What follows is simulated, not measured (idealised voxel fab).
process module | voxel transistor to metal
cross-section cut | 280 nm wide | cells 5 nm
A cross-section is a grid of square cells, given in bands from the top down. A band is one or more rows of cells.
Each band's line starts with the height of the band's top and of its bottom, in nm. Then come its materials from left to right, each with its width in nm. One material with "throughout" fills the band from edge to edge. "air" is empty space.
Height 0 is the level under which the wafer as received is all one material. The lowest band goes on downwards, as in "0 down".
A width such as "30 to 40" changes by the same amount from each row of cells to the next, from the band's top row to its bottom row.
"no change" after a step means that no cell of the cross-section changed.
closed voids: empty space of 8 cells or more with no open way to the top, each as width x height at its distance from the left edge, in nm
after a step's settings: what the simulator itself notes on the step
overlay nm, on a step with a mask: how far to the right of its planned place the mask lay; to the left if negative
plan
1 op RECEIVE | material Si
2 op OXIDIZE | depth nm 5
3 op CONFORMAL_DEP | material SiN | thk nm 10
4 op PATTERN | tone cover | mask id ACTIVE | material resist | width nm 110 | pitch nm 130 | thk nm 15 | overlay nm 0
5 op DIRECTIONAL_ETCH | etch materials SiN | depth nm 10
6 op DIRECTIONAL_ETCH | etch materials SiO2 | depth nm 5
7 op DIRECTIONAL_ETCH | etch materials Si | depth nm 35
8 op STRIP | etch materials resist
9 op FILL_DEP | material SiO2 | thk nm 10
10 op CMP | height nm 10
11 op SELECTIVE_ETCH | etch materials SiO2 | depth nm 10
12 op STRIP | etch materials SiN
13 op SELECTIVE_ETCH | etch materials SiO2 | depth nm 5
14 op OXIDIZE | depth nm 5
15 op DIRECTIONAL_DEP | material polySi | thk nm 25
16 op DIRECTIONAL_DEP | material SiCN | thk nm 15
17 op MASKED_ETCH | tone cover | mask id GATE | width nm 30 | pitch nm 130 | etch materials SiCN | depth nm 25 | overlay nm 0
18 op MASKED_ETCH | tone cover | mask id GATE | width nm 30 | pitch nm 130 | etch materials polySi | depth nm 35 | overlay nm 0
19 op CONFORMAL_DEP | material SiN | thk nm 10
20 op DIRECTIONAL_ETCH | etch materials SiN | depth nm 10
21 op DIRECTIONAL_ETCH | etch materials SiO2 | depth nm 5
22 op DIRECTIONAL_ETCH | etch materials Si | depth nm 5
23 op EPI | material nSi | thk nm 5
24 op FILL_DEP | material SiO2 | thk nm 5
25 op CMP | height nm 20
26 op STRIP | etch materials polySi
27 op SELECTIVE_ETCH | etch materials SiO2 | depth nm 5
28 op CONFORMAL_DEP | material HfO2 | thk nm 5
29 op CONFORMAL_DEP | material TiN | thk nm 5
30 op FILL_DEP | material W | thk nm 5
31 op CMP | height nm 15
32 op DIRECTIONAL_DEP | material SiO2 | thk nm 10
33 op PATTERN | tone open | mask id CONTACT | material resist | width nm 15 | thk nm 15 | overlay nm 0
34 op DIRECTIONAL_ETCH | etch materials SiO2 | depth nm 35
35 op STRIP | etch materials resist
36 op CONFORMAL_DEP | material TiN | thk nm 5
37 op FILL_DEP | material W | thk nm 10
38 op CMP | height nm 25
39 op CONFORMAL_DEP | material SiCN | thk nm 5
40 op DIRECTIONAL_DEP | material lowk | thk nm 25
41 op PATTERN | tone open | mask id METAL_1 | material resist | width nm 15 | thk nm 15 | overlay nm 0
42 op DIRECTIONAL_ETCH | etch materials lowk | depth nm 25
43 op DIRECTIONAL_ETCH | etch materials SiCN | depth nm 5
44 op STRIP | etch materials resist
45 op CONFORMAL_DEP | material TiN | thk nm 5
46 op FILL_DEP | material Ru | thk nm 5
47 op CMP | height nm 55
48 op CONFORMAL_DEP | material SiCN | thk nm 5
first wafer, as planned
as received, after step 1
  0 down: Si throughout
  closed voids: none
after step 2
  0 to -5: SiO2 throughout
  below -5: unchanged
after step 3
  10 to 0: SiN throughout
  below 0: unchanged
after step 4
  25 to 10: air 20 | resist 110 | air 20 | resist 110 | air 20
  below 10: unchanged
after step 5
  25 to 10: air 20 | resist 110 | air 20 | resist 110 | air 20
  10 to 0: air 20 | SiN 110 | air 20 | SiN 110 | air 20
  below 0: unchanged
after step 6
  25 to 10: air 20 | resist 110 | air 20 | resist 110 | air 20
  10 to 0: air 20 | SiN 110 | air 20 | SiN 110 | air 20
  0 to -5: air 20 | SiO2 110 | air 20 | SiO2 110 | air 20
  below -5: unchanged
after step 7
  25 to 10: air 20 | resist 110 | air 20 | resist 110 | air 20
  10 to 0: air 20 | SiN 110 | air 20 | SiN 110 | air 20
  0 to -5: air 20 | SiO2 110 | air 20 | SiO2 110 | air 20
  -5 to -40: air 20 | Si 110 | air 20 | Si 110 | air 20
  below -40: unchanged
after step 8
  10 to 0: air 20 | SiN 110 | air 20 | SiN 110 | air 20
  below 0: unchanged
after step 9
  20 to 10: SiO2 throughout
  10 to 0: SiO2 20 | SiN 110 | SiO2 20 | SiN 110 | SiO2 20
  0 to -5: SiO2 throughout
  -5 to -40: SiO2 20 | Si 110 | SiO2 20 | Si 110 | SiO2 20
  below -40: unchanged
after step 10
  10 to 0: SiO2 20 | SiN 110 | SiO2 20 | SiN 110 | SiO2 20
  below 0: unchanged
after step 11
  10 to 0: air 20 | SiN 110 | air 20 | SiN 110 | air 20
  below 0: unchanged
after step 12
  0 to -5: SiO2 throughout
  below -5: unchanged
after step 13
  -5 to -40: SiO2 20 | Si 110 | SiO2 20 | Si 110 | SiO2 20
  below -40: unchanged
after step 14
  -5 to -10: SiO2 throughout
  below -10: unchanged
after step 15
  20 to -5: polySi throughout
  below -5: unchanged
after step 16
  35 to 20: SiCN throughout
  below 20: unchanged
after step 17
  35 to 20: air 60 | SiCN 30 | air 100 | SiCN 30 | air 60
  below 20: unchanged
after step 18
  35 to 20: air 60 | SiCN 30 | air 100 | SiCN 30 | air 60
  20 to -5: air 60 | polySi 30 | air 100 | polySi 30 | air 60
  below -5: unchanged
after step 19
  45 to 35: air 50 | SiN 50 | air 80 | SiN 50 | air 50
  35 to 20: air 50 | SiN 10 | SiCN 30 | SiN 10 | air 80 | SiN 10 | SiCN 30 | SiN 10 | air 50
  20 to 5: air 50 | SiN 10 | polySi 30 | SiN 10 | air 80 | SiN 10 | polySi 30 | SiN 10 | air 50
  5 to -5: SiN 60 | polySi 30 | SiN 100 | polySi 30 | SiN 60
  below -5: unchanged
after step 20
  35 to 20: air 50 | SiN 10 | SiCN 30 | SiN 10 | air 80 | SiN 10 | SiCN 30 | SiN 10 | air 50
  20 to -5: air 50 | SiN 10 | polySi 30 | SiN 10 | air 80 | SiN 10 | polySi 30 | SiN 10 | air 50
  below -5: unchanged
after step 21
  35 to 20: air 50 | SiN 10 | SiCN 30 | SiN 10 | air 80 | SiN 10 | SiCN 30 | SiN 10 | air 50
  20 to -5: air 50 | SiN 10 | polySi 30 | SiN 10 | air 80 | SiN 10 | polySi 30 | SiN 10 | air 50
  -5 to -10: air 50 | SiO2 50 | air 80 | SiO2 50 | air 50
  below -10: unchanged
after step 22
  35 to 20: air 50 | SiN 10 | SiCN 30 | SiN 10 | air 80 | SiN 10 | SiCN 30 | SiN 10 | air 50
  20 to -5: air 50 | SiN 10 | polySi 30 | SiN 10 | air 80 | SiN 10 | polySi 30 | SiN 10 | air 50
  -5 to -10: air 50 | SiO2 50 | air 80 | SiO2 50 | air 50
  -10 to -15: SiO2 20 | air 30 | Si 50 | air 30 | SiO2 20 | air 30 | Si 50 | air 30 | SiO2 20
  below -15: unchanged
after step 23
  35 to 20: air 50 | SiN 10 | SiCN 30 | SiN 10 | air 80 | SiN 10 | SiCN 30 | SiN 10 | air 50
  20 to -5: air 50 | SiN 10 | polySi 30 | SiN 10 | air 80 | SiN 10 | polySi 30 | SiN 10 | air 50
  -5 to -10: air 45 | nSi 5 | SiO2 50 | nSi 5 | air 70 | nSi 5 | SiO2 50 | nSi 5 | air 45
  -10 to -15: SiO2 20 | nSi 30 | Si 50 | nSi 30 | SiO2 20 | nSi 30 | Si 50 | nSi 30 | SiO2 20
  below -15: unchanged
after step 24
  40 to 35: SiO2 throughout
  35 to 20: SiO2 50 | SiN 10 | SiCN 30 | SiN 10 | SiO2 80 | SiN 10 | SiCN 30 | SiN 10 | SiO2 50
  20 to -5: SiO2 50 | SiN 10 | polySi 30 | SiN 10 | SiO2 80 | SiN 10 | polySi 30 | SiN 10 | SiO2 50
  -5 to -10: SiO2 45 | nSi 5 | SiO2 50 | nSi 5 | SiO2 70 | nSi 5 | SiO2 50 | nSi 5 | SiO2 45
  below -10: unchanged
after step 25
  20 to -5: SiO2 50 | SiN 10 | polySi 30 | SiN 10 | SiO2 80 | SiN 10 | polySi 30 | SiN 10 | SiO2 50
  below -5: unchanged
after step 26
  20 to -5: SiO2 50 | SiN 10 | air 30 | SiN 10 | SiO2 80 | SiN 10 | air 30 | SiN 10 | SiO2 50
  below -5: unchanged
after step 27
  20 to 15: air 50 | SiN 10 | air 30 | SiN 10 | air 80 | SiN 10 | air 30 | SiN 10 | air 50
  15 to -5: SiO2 50 | SiN 10 | air 30 | SiN 10 | SiO2 80 | SiN 10 | air 30 | SiN 10 | SiO2 50
  -5 to -10: SiO2 45 | nSi 5 | SiO2 5 | air 40 | SiO2 5 | nSi 5 | SiO2 70 | nSi 5 | SiO2 5 | air 40 | SiO2 5 | nSi 5 | SiO2 45
  below -10: unchanged
after step 28
  25 to 20: air 45 | HfO2 20 | air 20 | HfO2 20 | air 70 | HfO2 20 | air 20 | HfO2 20 | air 45
  20 to 15: HfO2 50 | SiN 10 | HfO2 5 | air 20 | HfO2 5 | SiN 10 | HfO2 80 | SiN 10 | HfO2 5 | air 20 | HfO2 5 | SiN 10 | HfO2 50
  15 to -5: SiO2 50 | SiN 10 | HfO2 5 | air 20 | HfO2 5 | SiN 10 | SiO2 80 | SiN 10 | HfO2 5 | air 20 | HfO2 5 | SiN 10 | SiO2 50
  -5 to -10: SiO2 45 | nSi 5 | SiO2 5 | HfO2 40 | SiO2 5 | nSi 5 | SiO2 70 | nSi 5 | SiO2 5 | HfO2 40 | SiO2 5 | nSi 5 | SiO2 45
  below -10: unchanged
after step 29
  30 to 25: air 40 | TiN 30 | air 10 | TiN 30 | air 60 | TiN 30 | air 10 | TiN 30 | air 40
  25 to 20: TiN 45 | HfO2 20 | TiN 5 | air 10 | TiN 5 | HfO2 20 | TiN 70 | HfO2 20 | TiN 5 | air 10 | TiN 5 | HfO2 20 | TiN 45
  20 to 15: HfO2 50 | SiN 10 | HfO2 5 | TiN 5 | air 10 | TiN 5 | HfO2 5 | SiN 10 | HfO2 80 | SiN 10 | HfO2 5 | TiN 5 | air 10 | TiN 5 | HfO2 5 | SiN 10 | HfO2 50
  15 to 0: SiO2 50 | SiN 10 | HfO2 5 | TiN 5 | air 10 | TiN 5 | HfO2 5 | SiN 10 | SiO2 80 | SiN 10 | HfO2 5 | TiN 5 | air 10 | TiN 5 | HfO2 5 | SiN 10 | SiO2 50
  0 to -5: SiO2 50 | SiN 10 | HfO2 5 | TiN 20 | HfO2 5 | SiN 10 | SiO2 80 | SiN 10 | HfO2 5 | TiN 20 | HfO2 5 | SiN 10 | SiO2 50
  below -5: unchanged
after step 30
  35 to 30: W throughout
  30 to 25: W 40 | TiN 30 | W 10 | TiN 30 | W 60 | TiN 30 | W 10 | TiN 30 | W 40
  25 to 20: TiN 45 | HfO2 20 | TiN 5 | W 10 | TiN 5 | HfO2 20 | TiN 70 | HfO2 20 | TiN 5 | W 10 | TiN 5 | HfO2 20 | TiN 45
  20 to 15: HfO2 50 | SiN 10 | HfO2 5 | TiN 5 | W 10 | TiN 5 | HfO2 5 | SiN 10 | HfO2 80 | SiN 10 | HfO2 5 | TiN 5 | W 10 | TiN 5 | HfO2 5 | SiN 10 | HfO2 50
  15 to 0: SiO2 50 | SiN 10 | HfO2 5 | TiN 5 | W 10 | TiN 5 | HfO2 5 | SiN 10 | SiO2 80 | SiN 10 | HfO2 5 | TiN 5 | W 10 | TiN 5 | HfO2 5 | SiN 10 | SiO2 50
  below 0: unchanged
after step 31
  15 to 0: SiO2 50 | SiN 10 | HfO2 5 | TiN 5 | W 10 | TiN 5 | HfO2 5 | SiN 10 | SiO2 80 | SiN 10 | HfO2 5 | TiN 5 | W 10 | TiN 5 | HfO2 5 | SiN 10 | SiO2 50
  below 0: unchanged
after step 32
  25 to 15: SiO2 throughout
  below 15: unchanged
after step 33
  40 to 25: resist 30 | air 15 | resist 60 | air 15 | resist 40 | air 15 | resist 60 | air 15 | resist 30
  below 25: unchanged
after step 34
  40 to 25: resist 30 | air 15 | resist 60 | air 15 | resist 40 | air 15 | resist 60 | air 15 | resist 30
  25 to 15: SiO2 30 | air 15 | SiO2 60 | air 15 | SiO2 40 | air 15 | SiO2 60 | air 15 | SiO2 30
  15 to 0: SiO2 30 | air 15 | SiO2 5 | SiN 10 | HfO2 5 | TiN 5 | W 10 | TiN 5 | HfO2 5 | SiN 10 | SiO2 5 | air 15 | SiO2 40 | air 15 | SiO2 5 | SiN 10 | HfO2 5 | TiN 5 | W 10 | TiN 5 | HfO2 5 | SiN 10 | SiO2 5 | air 15 | SiO2 30
  0 to -5: SiO2 30 | air 15 | SiO2 5 | SiN 10 | HfO2 5 | TiN 20 | HfO2 5 | SiN 10 | SiO2 5 | air 15 | SiO2 40 | air 15 | SiO2 5 | SiN 10 | HfO2 5 | TiN 20 | HfO2 5 | SiN 10 | SiO2 5 | air 15 | SiO2 30
  -5 to -10: SiO2 30 | air 15 | nSi 5 | SiO2 5 | HfO2 40 | SiO2 5 | nSi 5 | air 15 | SiO2 40 | air 15 | nSi 5 | SiO2 5 | HfO2 40 | SiO2 5 | nSi 5 | air 15 | SiO2 30
  below -10: unchanged
after step 35
  25 to 15: SiO2 30 | air 15 | SiO2 60 | air 15 | SiO2 40 | air 15 | SiO2 60 | air 15 | SiO2 30
  below 15: unchanged
after step 36
  30 to 25: TiN 35 | air 5 | TiN 70 | air 5 | TiN 50 | air 5 | TiN 70 | air 5 | TiN 35
  25 to 15: SiO2 30 | TiN 5 | air 5 | TiN 5 | SiO2 60 | TiN 5 | air 5 | TiN 5 | SiO2 40 | TiN 5 | air 5 | TiN 5 | SiO2 60 | TiN 5 | air 5 | TiN 5 | SiO2 30
  15 to 0: SiO2 30 | TiN 5 | air 5 | TiN 5 | SiO2 5 | SiN 10 | HfO2 5 | TiN 5 | W 10 | TiN 5 | HfO2 5 | SiN 10 | SiO2 5 | TiN 5 | air 5 | TiN 5 | SiO2 40 | TiN 5 | air 5 | TiN 5 | SiO2 5 | SiN 10 | HfO2 5 | TiN 5 | W 10 | TiN 5 | HfO2 5 | SiN 10 | SiO2 5 | TiN 5 | air 5 | TiN 5 | SiO2 30
  0 to -5: SiO2 30 | TiN 5 | air 5 | TiN 5 | SiO2 5 | SiN 10 | HfO2 5 | TiN 20 | HfO2 5 | SiN 10 | SiO2 5 | TiN 5 | air 5 | TiN 5 | SiO2 40 | TiN 5 | air 5 | TiN 5 | SiO2 5 | SiN 10 | HfO2 5 | TiN 20 | HfO2 5 | SiN 10 | SiO2 5 | TiN 5 | air 5 | TiN 5 | SiO2 30
  -5 to -10: SiO2 30 | TiN 15 | nSi 5 | SiO2 5 | HfO2 40 | SiO2 5 | nSi 5 | TiN 15 | SiO2 40 | TiN 15 | nSi 5 | SiO2 5 | HfO2 40 | SiO2 5 | nSi 5 | TiN 15 | SiO2 30
  below -10: unchanged
after step 37
  40 to 30: W throughout
  30 to 25: TiN 35 | W 5 | TiN 70 | W 5 | TiN 50 | W 5 | TiN 70 | W 5 | TiN 35
  25 to 15: SiO2 30 | TiN 5 | W 5 | TiN 5 | SiO2 60 | TiN 5 | W 5 | TiN 5 | SiO2 40 | TiN 5 | W 5 | TiN 5 | SiO2 60 | TiN 5 | W 5 | TiN 5 | SiO2 30
  15 to 0: SiO2 30 | TiN 5 | W 5 | TiN 5 | SiO2 5 | SiN 10 | HfO2 5 | TiN 5 | W 10 | TiN 5 | HfO2 5 | SiN 10 | SiO2 5 | TiN 5 | W 5 | TiN 5 | SiO2 40 | TiN 5 | W 5 | TiN 5 | SiO2 5 | SiN 10 | HfO2 5 | TiN 5 | W 10 | TiN 5 | HfO2 5 | SiN 10 | SiO2 5 | TiN 5 | W 5 | TiN 5 | SiO2 30
  0 to -5: SiO2 30 | TiN 5 | W 5 | TiN 5 | SiO2 5 | SiN 10 | HfO2 5 | TiN 20 | HfO2 5 | SiN 10 | SiO2 5 | TiN 5 | W 5 | TiN 5 | SiO2 40 | TiN 5 | W 5 | TiN 5 | SiO2 5 | SiN 10 | HfO2 5 | TiN 20 | HfO2 5 | SiN 10 | SiO2 5 | TiN 5 | W 5 | TiN 5 | SiO2 30
  below -5: unchanged
after step 38
  25 to 15: SiO2 30 | TiN 5 | W 5 | TiN 5 | SiO2 60 | TiN 5 | W 5 | TiN 5 | SiO2 40 | TiN 5 | W 5 | TiN 5 | SiO2 60 | TiN 5 | W 5 | TiN 5 | SiO2 30
  below 15: unchanged
after step 39
  30 to 25: SiCN throughout
  below 25: unchanged
after step 40
  55 to 30: lowk throughout
  below 30: unchanged
after step 41
  70 to 55: resist 30 | air 15 | resist 60 | air 15 | resist 40 | air 15 | resist 60 | air 15 | resist 30
  below 55: unchanged
after step 42
  70 to 55: resist 30 | air 15 | resist 60 | air 15 | resist 40 | air 15 | resist 60 | air 15 | resist 30
  55 to 30: lowk 30 | air 15 | lowk 60 | air 15 | lowk 40 | air 15 | lowk 60 | air 15 | lowk 30
  below 30: unchanged
after step 43
  70 to 55: resist 30 | air 15 | resist 60 | air 15 | resist 40 | air 15 | resist 60 | air 15 | resist 30
  55 to 30: lowk 30 | air 15 | lowk 60 | air 15 | lowk 40 | air 15 | lowk 60 | air 15 | lowk 30
  30 to 25: SiCN 30 | air 15 | SiCN 60 | air 15 | SiCN 40 | air 15 | SiCN 60 | air 15 | SiCN 30
  below 25: unchanged
after step 44
  55 to 30: lowk 30 | air 15 | lowk 60 | air 15 | lowk 40 | air 15 | lowk 60 | air 15 | lowk 30
  below 30: unchanged
after step 45
  60 to 55: TiN 35 | air 5 | TiN 70 | air 5 | TiN 50 | air 5 | TiN 70 | air 5 | TiN 35
  55 to 30: lowk 30 | TiN 5 | air 5 | TiN 5 | lowk 60 | TiN 5 | air 5 | TiN 5 | lowk 40 | TiN 5 | air 5 | TiN 5 | lowk 60 | TiN 5 | air 5 | TiN 5 | lowk 30
  30 to 25: SiCN 30 | TiN 15 | SiCN 60 | TiN 15 | SiCN 40 | TiN 15 | SiCN 60 | TiN 15 | SiCN 30
  below 25: unchanged
after step 46
  65 to 60: Ru throughout
  60 to 55: TiN 35 | Ru 5 | TiN 70 | Ru 5 | TiN 50 | Ru 5 | TiN 70 | Ru 5 | TiN 35
  55 to 30: lowk 30 | TiN 5 | Ru 5 | TiN 5 | lowk 60 | TiN 5 | Ru 5 | TiN 5 | lowk 40 | TiN 5 | Ru 5 | TiN 5 | lowk 60 | TiN 5 | Ru 5 | TiN 5 | lowk 30
  below 30: unchanged
after step 47
  55 to 30: lowk 30 | TiN 5 | Ru 5 | TiN 5 | lowk 60 | TiN 5 | Ru 5 | TiN 5 | lowk 40 | TiN 5 | Ru 5 | TiN 5 | lowk 60 | TiN 5 | Ru 5 | TiN 5 | lowk 30
  below 30: unchanged
after step 48
  60 to 55: SiCN throughout
  below 55: unchanged
second wafer: like start, like plan, one mistake. Through step 32 it matches the first wafer
when step 33 should have ended
  40 to 25: resist 20 | air 15 | resist 60 | air 15 | resist 40 | air 15 | resist 60 | air 15 | resist 40
  below 25: unchanged
when step 34 should have ended
  40 to 25: resist 20 | air 15 | resist 60 | air 15 | resist 40 | air 15 | resist 60 | air 15 | resist 40
  25 to 15: SiO2 20 | air 15 | SiO2 60 | air 15 | SiO2 40 | air 15 | SiO2 60 | air 15 | SiO2 40
  15 to 0: SiO2 20 | air 15 | SiO2 15 | SiN 10 | HfO2 5 | TiN 5 | W 10 | TiN 5 | HfO2 5 | SiN 10 | air 10 | SiO2 40 | air 15 | SiO2 15 | SiN 10 | HfO2 5 | TiN 5 | W 10 | TiN 5 | HfO2 5 | SiN 10 | air 10 | SiO2 40
  0 to -5: SiO2 20 | air 15 | SiO2 15 | SiN 10 | HfO2 5 | TiN 20 | HfO2 5 | SiN 10 | air 10 | SiO2 40 | air 15 | SiO2 15 | SiN 10 | HfO2 5 | TiN 20 | HfO2 5 | SiN 10 | air 10 | SiO2 40
  -5 to -10: SiO2 20 | air 15 | SiO2 10 | nSi 5 | SiO2 5 | HfO2 40 | SiO2 5 | nSi 5 | air 5 | SiO2 40 | air 15 | SiO2 10 | nSi 5 | SiO2 5 | HfO2 40 | SiO2 5 | nSi 5 | air 5 | SiO2 40
  below -10: unchanged
when step 35 should have ended
  25 to 15: SiO2 20 | air 15 | SiO2 60 | air 15 | SiO2 40 | air 15 | SiO2 60 | air 15 | SiO2 40
  below 15: unchanged
when step 36 should have ended
  30 to 25: TiN 25 | air 5 | TiN 70 | air 5 | TiN 50 | air 5 | TiN 70 | air 5 | TiN 45
  25 to 20: SiO2 20 | TiN 5 | air 5 | TiN 5 | SiO2 60 | TiN 5 | air 5 | TiN 5 | SiO2 40 | TiN 5 | air 5 | TiN 5 | SiO2 60 | TiN 5 | air 5 | TiN 5 | SiO2 40
  20 to 15: SiO2 20 | TiN 5 | air 5 | TiN 5 | SiO2 60 | TiN 15 | SiO2 40 | TiN 5 | air 5 | TiN 5 | SiO2 60 | TiN 15 | SiO2 40
  15 to 0: SiO2 20 | TiN 5 | air 5 | TiN 5 | SiO2 15 | SiN 10 | HfO2 5 | TiN 5 | W 10 | TiN 5 | HfO2 5 | SiN 10 | TiN 10 | SiO2 40 | TiN 5 | air 5 | TiN 5 | SiO2 15 | SiN 10 | HfO2 5 | TiN 5 | W 10 | TiN 5 | HfO2 5 | SiN 10 | TiN 10 | SiO2 40
  0 to -5: SiO2 20 | TiN 5 | air 5 | TiN 5 | SiO2 15 | SiN 10 | HfO2 5 | TiN 20 | HfO2 5 | SiN 10 | TiN 10 | SiO2 40 | TiN 5 | air 5 | TiN 5 | SiO2 15 | SiN 10 | HfO2 5 | TiN 20 | HfO2 5 | SiN 10 | TiN 10 | SiO2 40
  -5 to -10: SiO2 20 | TiN 15 | SiO2 10 | nSi 5 | SiO2 5 | HfO2 40 | SiO2 5 | nSi 5 | TiN 5 | SiO2 40 | TiN 15 | SiO2 10 | nSi 5 | SiO2 5 | HfO2 40 | SiO2 5 | nSi 5 | TiN 5 | SiO2 40
  below -10: unchanged
when step 37 should have ended
  40 to 30: W throughout
  30 to 25: TiN 25 | W 5 | TiN 70 | W 5 | TiN 50 | W 5 | TiN 70 | W 5 | TiN 45
  25 to 20: SiO2 20 | TiN 5 | W 5 | TiN 5 | SiO2 60 | TiN 5 | W 5 | TiN 5 | SiO2 40 | TiN 5 | W 5 | TiN 5 | SiO2 60 | TiN 5 | W 5 | TiN 5 | SiO2 40
  20 to 15: SiO2 20 | TiN 5 | W 5 | TiN 5 | SiO2 60 | TiN 15 | SiO2 40 | TiN 5 | W 5 | TiN 5 | SiO2 60 | TiN 15 | SiO2 40
  15 to 0: SiO2 20 | TiN 5 | W 5 | TiN 5 | SiO2 15 | SiN 10 | HfO2 5 | TiN 5 | W 10 | TiN 5 | HfO2 5 | SiN 10 | TiN 10 | SiO2 40 | TiN 5 | W 5 | TiN 5 | SiO2 15 | SiN 10 | HfO2 5 | TiN 5 | W 10 | TiN 5 | HfO2 5 | SiN 10 | TiN 10 | SiO2 40
  0 to -5: SiO2 20 | TiN 5 | W 5 | TiN 5 | SiO2 15 | SiN 10 | HfO2 5 | TiN 20 | HfO2 5 | SiN 10 | TiN 10 | SiO2 40 | TiN 5 | W 5 | TiN 5 | SiO2 15 | SiN 10 | HfO2 5 | TiN 20 | HfO2 5 | SiN 10 | TiN 10 | SiO2 40
  below -5: unchanged
when step 38 should have ended
  25 to 20: SiO2 20 | TiN 5 | W 5 | TiN 5 | SiO2 60 | TiN 5 | W 5 | TiN 5 | SiO2 40 | TiN 5 | W 5 | TiN 5 | SiO2 60 | TiN 5 | W 5 | TiN 5 | SiO2 40
  below 20: unchanged
when step 39 should have ended
  30 to 25: SiCN throughout
  below 25: unchanged
when step 40 should have ended
  55 to 30: lowk throughout
  below 30: unchanged
when step 41 should have ended
  70 to 55: resist 30 | air 15 | resist 60 | air 15 | resist 40 | air 15 | resist 60 | air 15 | resist 30
  below 55: unchanged
when step 42 should have ended
  70 to 55: resist 30 | air 15 | resist 60 | air 15 | resist 40 | air 15 | resist 60 | air 15 | resist 30
  55 to 30: lowk 30 | air 15 | lowk 60 | air 15 | lowk 40 | air 15 | lowk 60 | air 15 | lowk 30
  below 30: unchanged
when step 43 should have ended
  70 to 55: resist 30 | air 15 | resist 60 | air 15 | resist 40 | air 15 | resist 60 | air 15 | resist 30
  55 to 30: lowk 30 | air 15 | lowk 60 | air 15 | lowk 40 | air 15 | lowk 60 | air 15 | lowk 30
  30 to 25: SiCN 30 | air 15 | SiCN 60 | air 15 | SiCN 40 | air 15 | SiCN 60 | air 15 | SiCN 30
  below 25: unchanged
when step 44 should have ended
  55 to 30: lowk 30 | air 15 | lowk 60 | air 15 | lowk 40 | air 15 | lowk 60 | air 15 | lowk 30
  below 30: unchanged
when step 45 should have ended
  60 to 55: TiN 35 | air 5 | TiN 70 | air 5 | TiN 50 | air 5 | TiN 70 | air 5 | TiN 35
  55 to 30: lowk 30 | TiN 5 | air 5 | TiN 5 | lowk 60 | TiN 5 | air 5 | TiN 5 | lowk 40 | TiN 5 | air 5 | TiN 5 | lowk 60 | TiN 5 | air 5 | TiN 5 | lowk 30
  30 to 25: SiCN 30 | TiN 15 | SiCN 60 | TiN 15 | SiCN 40 | TiN 15 | SiCN 60 | TiN 15 | SiCN 30
  below 25: unchanged
when step 46 should have ended
  65 to 60: Ru throughout
  60 to 55: TiN 35 | Ru 5 | TiN 70 | Ru 5 | TiN 50 | Ru 5 | TiN 70 | Ru 5 | TiN 35
  55 to 30: lowk 30 | TiN 5 | Ru 5 | TiN 5 | lowk 60 | TiN 5 | Ru 5 | TiN 5 | lowk 40 | TiN 5 | Ru 5 | TiN 5 | lowk 60 | TiN 5 | Ru 5 | TiN 5 | lowk 30
  below 30: unchanged
when step 47 should have ended
  55 to 30: lowk 30 | TiN 5 | Ru 5 | TiN 5 | lowk 60 | TiN 5 | Ru 5 | TiN 5 | lowk 40 | TiN 5 | Ru 5 | TiN 5 | lowk 60 | TiN 5 | Ru 5 | TiN 5 | lowk 30
  below 30: unchanged
when step 48 should have ended
  60 to 55: SiCN throughout
  below 55: unchanged
what went wrong: step 33 ran as: op PATTERN | tone open | mask id CONTACT | material resist | width nm 15 | thk nm 15 | overlay nm -10
at the end the second wafer has, in cells: 12 more of SiO2 | 2 fewer of TiN | 10 fewer of W
